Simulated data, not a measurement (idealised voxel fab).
process module | voxel self aligned vias
cross-section cut | 230 nm wide | cells 5 nm
A cross-section is a grid of square cells, given in bands from the top down. A band is one or more rows of cells.
Each band's line starts with the height of the band's top and of its bottom, in nm. Then come its materials from left to right, each with its width in nm. One material with "throughout" fills the band from edge to edge. "air" is empty space.
Height 0 is the level under which the wafer as received is all one material. The lowest band goes on downwards, as in "0 down".
A width such as "30 to 40" changes by the same amount from each row of cells to the next, from the band's top row to its bottom row.
"no change" after a step means that no cell of the cross-section changed.
closed voids: empty space of 8 cells or more with no open way to the top, each as width x height at its distance from the left edge, in nm
after a step's settings: what the simulator itself notes on the step
overlay nm, on a step with a mask: how far to the right of its planned place the mask lay; to the left if negative
plan
1 op RECEIVE | material Si
2 op CONFORMAL_DEP | material SiO2 | thk nm 10
3 op CONFORMAL_DEP | material SiCN | thk nm 5
4 op DIRECTIONAL_DEP | material SiO2 | thk nm 30
5 op DIRECTIONAL_DEP | material aC | thk nm 10
6 op PATTERN | tone open | mask id LINES | material resist | width nm 20 | pitch nm 55 | thk nm 30 | overlay nm 0
7 op DIRECTIONAL_ETCH | etch materials aC | depth nm 10
8 op STRIP | etch materials resist
9 op DIRECTIONAL_ETCH | etch materials SiO2 | depth nm 30
10 op STRIP | etch materials aC
11 op CONFORMAL_DEP | material TiN | thk nm 5
12 op FILL_DEP | material Ru | thk nm 5
13 op CMP | height nm 45
14 op SELECTIVE_ETCH | etch materials W Ru TiN | depth nm 10
15 op FILL_DEP | material SiN | thk nm 10
16 op CMP | height nm 45
17 op DIRECTIONAL_DEP | material SiO2 | thk nm 20
18 op PATTERN | tone open | mask id VIAS | material resist | width nm 40 | pitch nm 110 | thk nm 20 | overlay nm 0
19 op DIRECTIONAL_ETCH | etch materials SiO2 | depth nm 20
20 op DIRECTIONAL_ETCH | etch materials SiN | depth nm 10
21 op STRIP | etch materials resist
22 op CONFORMAL_DEP | material TiN | thk nm 5
23 op FILL_DEP | material Cu | thk nm 10
24 op CMP | height nm 65
25 op CONFORMAL_DEP | material SiN | thk nm 5
as received, after step 1
  0 down: Si throughout
  closed voids: none
a wafer at the end: this start, this plan, one mistake
  70 to 65: SiN throughout
  65 to 50: SiO2 30 | TiN 5 | Cu 30 | TiN 5 | SiO2 70 | TiN 5 | Cu 30 | TiN 5 | SiO2 50
  50 to 45: SiO2 30 | TiN 25 | Cu 10 | TiN 5 | SiO2 70 | TiN 25 | Cu 10 | TiN 5 | SiO2 50
  45 to 40: SiO2 50 | TiN 5 | Cu 10 | TiN 5 | SiO2 35 | SiN 20 | SiO2 35 | TiN 5 | Cu 10 | TiN 5 | SiO2 50
  40 to 35: SiO2 50 | TiN 20 | SiO2 35 | SiN 20 | SiO2 35 | TiN 20 | SiO2 50
  35 to 20: SiO2 50 | TiN 5 | Ru 10 | TiN 5 | SiO2 35 | TiN 5 | Ru 10 | TiN 5 | SiO2 35 | TiN 5 | Ru 10 | TiN 5 | SiO2 50
  20 to 15: SiO2 50 | TiN 20 | SiO2 35 | TiN 20 | SiO2 35 | TiN 20 | SiO2 50
  15 to 10: SiCN throughout
  10 to 0: SiO2 throughout
  0 down: Si throughout
  closed voids: none
what went wrong: step 18 ran as: op PATTERN | tone open | mask id VIAS | material resist | width nm 40 | pitch nm 110 | thk nm 20 | overlay nm -10
